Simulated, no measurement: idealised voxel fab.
process module | voxel gate over fins
cross-section cut | 265 nm wide | cells 5 nm
A cross-section is a grid of square cells, given in bands from the top down. A band is one or more rows of cells.
Each band's line starts with the height of the band's top and of its bottom, in nm. Then come its materials from left to right, each with its width in nm. One material with "throughout" fills the band from edge to edge. "air" is empty space.
Height 0 is the level under which the wafer as received is all one material. The lowest band goes on downwards, as in "0 down".
A width such as "30 to 40" changes by the same amount from each row of cells to the next, from the band's top row to its bottom row.
"no change" after a step means that no cell of the cross-section changed.
closed voids: empty space of 8 cells or more with no open way to the top, each as width x height at its distance from the left edge, in nm
after a step's settings: what the simulator itself notes on the step
overlay nm, on a step with a mask: how far to the right of its planned place the mask lay; to the left if negative
plan
1 op RECEIVE | material Si
2 op CONFORMAL_DEP | material SiN | thk nm 10
3 op MASKED_ETCH | tone cover | mask id FINS | width nm 15 | pitch nm 45 | etch materials SiN | depth nm 10 | overlay nm 0
4 op MASKED_ETCH | tone cover | mask id FINS | width nm 15 | pitch nm 45 | etch materials Si | depth nm 30 | overlay nm 0
5 op OXIDIZE | depth nm 5
6 op FILL_DEP | material SiO2 | thk nm 5
7 op CMP | height nm 10
8 op SELECTIVE_ETCH | etch materials SiO2 | depth nm 25
9 op STRIP | etch materials SiN
10 op CONFORMAL_DEP | material HfO2 | thk nm 5
11 op CONFORMAL_DEP | material TiN | thk nm 5
12 op CONFORMAL_DEP | material TiAl | thk nm 5
13 op CONFORMAL_DEP | material TiN | thk nm 5
14 op FILL_DEP | material W | thk nm 10
15 op CMP | height nm 25
16 op CONFORMAL_DEP | material SiCN | thk nm 10
first wafer, as planned
as received, after step 1
  0 down: Si throughout
  closed voids: none
after step 2
  10 to 0: SiN throughout
  below 0: unchanged
after step 3
  10 to 0: air 55 | SiN 15 | air 30 | SiN 15 | air 30 | SiN 15 | air 30 | SiN 15 | air 60
  below 0: unchanged
after step 4
  10 to 0: air 55 | SiN 15 | air 30 | SiN 15 | air 30 | SiN 15 | air 30 | SiN 15 | air 60
  0 to -30: air 55 | Si 15 | air 30 | Si 15 | air 30 | Si 15 | air 30 | Si 15 | air 60
  below -30: unchanged
after step 5
  10 to 0: air 55 | SiN 15 | air 30 | SiN 15 | air 30 | SiN 15 | air 30 | SiN 15 | air 60
  0 to -30: air 55 | SiO2 5 | Si 5 | SiO2 5 | air 30 | SiO2 5 | Si 5 | SiO2 5 | air 30 | SiO2 5 | Si 5 | SiO2 5 | air 30 | SiO2 5 | Si 5 | SiO2 5 | air 60
  -30 to -35: SiO2 60 | Si 5 | SiO2 40 | Si 5 | SiO2 40 | Si 5 | SiO2 40 | Si 5 | SiO2 65
  below -35: unchanged
after step 6
  15 to 10: SiO2 throughout
  10 to 0: SiO2 55 | SiN 15 | SiO2 30 | SiN 15 | SiO2 30 | SiN 15 | SiO2 30 | SiN 15 | SiO2 60
  0 to -35: SiO2 60 | Si 5 | SiO2 40 | Si 5 | SiO2 40 | Si 5 | SiO2 40 | Si 5 | SiO2 65
  below -35: unchanged
after step 7
  10 to 0: SiO2 55 | SiN 15 | SiO2 30 | SiN 15 | SiO2 30 | SiN 15 | SiO2 30 | SiN 15 | SiO2 60
  below 0: unchanged
after step 8
  10 to 0: air 55 | SiN 15 | air 30 | SiN 15 | air 30 | SiN 15 | air 30 | SiN 15 | air 60
  0 to -15: air 60 | Si 5 | air 40 | Si 5 | air 40 | Si 5 | air 40 | Si 5 | air 65
  below -15: unchanged
after step 9
  0 to -15: air 60 | Si 5 | air 40 | Si 5 | air 40 | Si 5 | air 40 | Si 5 | air 65
  below -15: unchanged
after step 10
  5 to 0: air 55 | HfO2 15 | air 30 | HfO2 15 | air 30 | HfO2 15 | air 30 | HfO2 15 | air 60
  0 to -10: air 55 | HfO2 5 | Si 5 | HfO2 5 | air 30 | HfO2 5 | Si 5 | HfO2 5 | air 30 | HfO2 5 | Si 5 | HfO2 5 | air 30 | HfO2 5 | Si 5 | HfO2 5 | air 60
  -10 to -15: HfO2 60 | Si 5 | HfO2 40 | Si 5 | HfO2 40 | Si 5 | HfO2 40 | Si 5 | HfO2 65
  below -15: unchanged
after step 11
  10 to 5: air 50 | TiN 25 | air 20 | TiN 25 | air 20 | TiN 25 | air 20 | TiN 25 | air 55
  5 to 0: air 50 | TiN 5 | HfO2 15 | TiN 5 | air 20 | TiN 5 | HfO2 15 | TiN 5 | air 20 | TiN 5 | HfO2 15 | TiN 5 | air 20 | TiN 5 | HfO2 15 | TiN 5 | air 55
  0 to -5: air 50 | TiN 5 | HfO2 5 | Si 5 | HfO2 5 | TiN 5 | air 20 | TiN 5 | HfO2 5 | Si 5 | HfO2 5 | TiN 5 | air 20 | TiN 5 | HfO2 5 | Si 5 | HfO2 5 | TiN 5 | air 20 | TiN 5 | HfO2 5 | Si 5 | HfO2 5 | TiN 5 | air 55
  -5 to -10: TiN 55 | HfO2 5 | Si 5 | HfO2 5 | TiN 30 | HfO2 5 | Si 5 | HfO2 5 | TiN 30 | HfO2 5 | Si 5 | HfO2 5 | TiN 30 | HfO2 5 | Si 5 | HfO2 5 | TiN 60
  below -10: unchanged
after step 12
  15 to 10: air 45 | TiAl 35 | air 10 | TiAl 35 | air 10 | TiAl 35 | air 10 | TiAl 35 | air 50
  10 to 5: air 45 | TiAl 5 | TiN 25 | TiAl 5 | air 10 | TiAl 5 | TiN 25 | TiAl 5 | air 10 | TiAl 5 | TiN 25 | TiAl 5 | air 10 | TiAl 5 | TiN 25 | TiAl 5 | air 50
  5 to 0: air 45 | TiAl 5 | TiN 5 | HfO2 15 | TiN 5 | TiAl 5 | air 10 | TiAl 5 | TiN 5 | HfO2 15 | TiN 5 | TiAl 5 | air 10 | TiAl 5 | TiN 5 | HfO2 15 | TiN 5 | TiAl 5 | air 10 | TiAl 5 | TiN 5 | HfO2 15 | TiN 5 | TiAl 5 | air 50
  0 to -5: TiAl 50 | TiN 5 | HfO2 5 | Si 5 | HfO2 5 | TiN 5 | TiAl 20 | TiN 5 | HfO2 5 | Si 5 | HfO2 5 | TiN 5 | TiAl 20 | TiN 5 | HfO2 5 | Si 5 | HfO2 5 | TiN 5 | TiAl 20 | TiN 5 | HfO2 5 | Si 5 | HfO2 5 | TiN 5 | TiAl 55
  below -5: unchanged
after step 13
  20 to 15: air 40 | TiN 180 | air 45
  15 to 10: air 40 | TiN 5 | TiAl 35 | TiN 10 | TiAl 35 | TiN 10 | TiAl 35 | TiN 10 | TiAl 35 | TiN 5 | air 45
  10 to 5: air 40 | TiN 5 | TiAl 5 | TiN 25 | TiAl 5 | TiN 10 | TiAl 5 | TiN 25 | TiAl 5 | TiN 10 | TiAl 5 | TiN 25 | TiAl 5 | TiN 10 | TiAl 5 | TiN 25 | TiAl 5 | TiN 5 | air 45
  5 to 0: TiN 45 | TiAl 5 | TiN 5 | HfO2 15 | TiN 5 | TiAl 5 | TiN 10 | TiAl 5 | TiN 5 | HfO2 15 | TiN 5 | TiAl 5 | TiN 10 | TiAl 5 | TiN 5 | HfO2 15 | TiN 5 | TiAl 5 | TiN 10 | TiAl 5 | TiN 5 | HfO2 15 | TiN 5 | TiAl 5 | TiN 50
  below 0: unchanged
after step 14
  30 to 20: W throughout
  20 to 15: W 40 | TiN 180 | W 45
  15 to 10: W 40 | TiN 5 | TiAl 35 | TiN 10 | TiAl 35 | TiN 10 | TiAl 35 | TiN 10 | TiAl 35 | TiN 5 | W 45
  10 to 5: W 40 | TiN 5 | TiAl 5 | TiN 25 | TiAl 5 | TiN 10 | TiAl 5 | TiN 25 | TiAl 5 | TiN 10 | TiAl 5 | TiN 25 | TiAl 5 | TiN 10 | TiAl 5 | TiN 25 | TiAl 5 | TiN 5 | W 45
  below 5: unchanged
after step 15
  25 to 20: W throughout
  below 20: unchanged
after step 16
  35 to 25: SiCN throughout
  below 25: unchanged
second wafer: like start, like plan, one mistake. Through step 2 it matches the first wafer
when step 3 should have ended
  10 to 0: air 55 | SiN 20 | air 25 | SiN 20 | air 25 | SiN 20 | air 25 | SiN 20 | air 55
  below 0: unchanged
when step 4 should have ended
  10 to 0: air 55 | SiN 20 | air 25 | SiN 20 | air 25 | SiN 20 | air 25 | SiN 20 | air 55
  0 to -30: air 55 | Si 20 | air 25 | Si 20 | air 25 | Si 20 | air 25 | Si 20 | air 55
  below -30: unchanged
when step 5 should have ended
  10 to 0: air 55 | SiN 20 | air 25 | SiN 20 | air 25 | SiN 20 | air 25 | SiN 20 | air 55
  0 to -30: air 55 | SiO2 5 | Si 10 | SiO2 5 | air 25 | SiO2 5 | Si 10 | SiO2 5 | air 25 | SiO2 5 | Si 10 | SiO2 5 | air 25 | SiO2 5 | Si 10 | SiO2 5 | air 55
  -30 to -35: SiO2 60 | Si 10 | SiO2 35 | Si 10 | SiO2 35 | Si 10 | SiO2 35 | Si 10 | SiO2 60
  below -35: unchanged
when step 6 should have ended
  15 to 10: SiO2 throughout
  10 to 0: SiO2 55 | SiN 20 | SiO2 25 | SiN 20 | SiO2 25 | SiN 20 | SiO2 25 | SiN 20 | SiO2 55
  0 to -35: SiO2 60 | Si 10 | SiO2 35 | Si 10 | SiO2 35 | Si 10 | SiO2 35 | Si 10 | SiO2 60
  below -35: unchanged
when step 7 should have ended
  10 to 0: SiO2 55 | SiN 20 | SiO2 25 | SiN 20 | SiO2 25 | SiN 20 | SiO2 25 | SiN 20 | SiO2 55
  below 0: unchanged
when step 8 should have ended
  10 to 0: air 55 | SiN 20 | air 25 | SiN 20 | air 25 | SiN 20 | air 25 | SiN 20 | air 55
  0 to -15: air 60 | Si 10 | air 35 | Si 10 | air 35 | Si 10 | air 35 | Si 10 | air 60
  below -15: unchanged
when step 9 should have ended
  0 to -15: air 60 | Si 10 | air 35 | Si 10 | air 35 | Si 10 | air 35 | Si 10 | air 60
  below -15: unchanged
when step 10 should have ended
  5 to 0: air 55 | HfO2 20 | air 25 | HfO2 20 | air 25 | HfO2 20 | air 25 | HfO2 20 | air 55
  0 to -10: air 55 | HfO2 5 | Si 10 | HfO2 5 | air 25 | HfO2 5 | Si 10 | HfO2 5 | air 25 | HfO2 5 | Si 10 | HfO2 5 | air 25 | HfO2 5 | Si 10 | HfO2 5 | air 55
  -10 to -15: HfO2 60 | Si 10 | HfO2 35 | Si 10 | HfO2 35 | Si 10 | HfO2 35 | Si 10 | HfO2 60
  below -15: unchanged
when step 11 should have ended
  10 to 5: air 50 | TiN 30 | air 15 | TiN 30 | air 15 | TiN 30 | air 15 | TiN 30 | air 50
  5 to 0: air 50 | TiN 5 | HfO2 20 | TiN 5 | air 15 | TiN 5 | HfO2 20 | TiN 5 | air 15 | TiN 5 | HfO2 20 | TiN 5 | air 15 | TiN 5 | HfO2 20 | TiN 5 | air 50
  0 to -5: air 50 | TiN 5 | HfO2 5 | Si 10 | HfO2 5 | TiN 5 | air 15 | TiN 5 | HfO2 5 | Si 10 | HfO2 5 | TiN 5 | air 15 | TiN 5 | HfO2 5 | Si 10 | HfO2 5 | TiN 5 | air 15 | TiN 5 | HfO2 5 | Si 10 | HfO2 5 | TiN 5 | air 50
  -5 to -10: TiN 55 | HfO2 5 | Si 10 | HfO2 5 | TiN 25 | HfO2 5 | Si 10 | HfO2 5 | TiN 25 | HfO2 5 | Si 10 | HfO2 5 | TiN 25 | HfO2 5 | Si 10 | HfO2 5 | TiN 55
  below -10: unchanged
when step 12 should have ended
  15 to 10: air 45 | TiAl 40 | air 5 | TiAl 40 | air 5 | TiAl 40 | air 5 | TiAl 40 | air 45
  10 to 5: air 45 | TiAl 5 | TiN 30 | TiAl 5 | air 5 | TiAl 5 | TiN 30 | TiAl 5 | air 5 | TiAl 5 | TiN 30 | TiAl 5 | air 5 | TiAl 5 | TiN 30 | TiAl 5 | air 45
  5 to 0: air 45 | TiAl 5 | TiN 5 | HfO2 20 | TiN 5 | TiAl 5 | air 5 | TiAl 5 | TiN 5 | HfO2 20 | TiN 5 | TiAl 5 | air 5 | TiAl 5 | TiN 5 | HfO2 20 | TiN 5 | TiAl 5 | air 5 | TiAl 5 | TiN 5 | HfO2 20 | TiN 5 | TiAl 5 | air 45
  0 to -5: TiAl 50 | TiN 5 | HfO2 5 | Si 10 | HfO2 5 | TiN 5 | TiAl 15 | TiN 5 | HfO2 5 | Si 10 | HfO2 5 | TiN 5 | TiAl 15 | TiN 5 | HfO2 5 | Si 10 | HfO2 5 | TiN 5 | TiAl 15 | TiN 5 | HfO2 5 | Si 10 | HfO2 5 | TiN 5 | TiAl 50
  below -5: unchanged
when step 13 should have ended
  20 to 15: air 40 | TiN 185 | air 40
  15 to 10: air 40 | TiN 5 | TiAl 40 | TiN 5 | TiAl 40 | TiN 5 | TiAl 40 | TiN 5 | TiAl 40 | TiN 5 | air 40
  10 to 5: air 40 | TiN 5 | TiAl 5 | TiN 30 | TiAl 5 | TiN 5 | TiAl 5 | TiN 30 | TiAl 5 | TiN 5 | TiAl 5 | TiN 30 | TiAl 5 | TiN 5 | TiAl 5 | TiN 30 | TiAl 5 | TiN 5 | air 40
  5 to 0: TiN 45 | TiAl 5 | TiN 5 | HfO2 20 | TiN 5 | TiAl 5 | TiN 5 | TiAl 5 | TiN 5 | HfO2 20 | TiN 5 | TiAl 5 | TiN 5 | TiAl 5 | TiN 5 | HfO2 20 | TiN 5 | TiAl 5 | TiN 5 | TiAl 5 | TiN 5 | HfO2 20 | TiN 5 | TiAl 5 | TiN 45
  below 0: unchanged
when step 14 should have ended
  30 to 20: W throughout
  20 to 15: W 40 | TiN 185 | W 40
  15 to 10: W 40 | TiN 5 | TiAl 40 | TiN 5 | TiAl 40 | TiN 5 | TiAl 40 | TiN 5 | TiAl 40 | TiN 5 | W 40
  10 to 5: W 40 | TiN 5 | TiAl 5 | TiN 30 | TiAl 5 | TiN 5 | TiAl 5 | TiN 30 | TiAl 5 | TiN 5 | TiAl 5 | TiN 30 | TiAl 5 | TiN 5 | TiAl 5 | TiN 30 | TiAl 5 | TiN 5 | W 40
  below 5: unchanged
when step 15 should have ended
  25 to 20: W throughout
  below 20: unchanged
when step 16 should have ended
  35 to 25: SiCN throughout
  below 25: unchanged
what went wrong: step 3 ran as: op MASKED_ETCH | tone cover | mask id FINS | width nm 20 | pitch nm 45 | etch materials SiN | depth nm 10 | overlay nm 0
at the end the second wafer has, in cells: 28 more of Si | 16 fewer of SiO2 | 9 fewer of TiN | 3 fewer of W
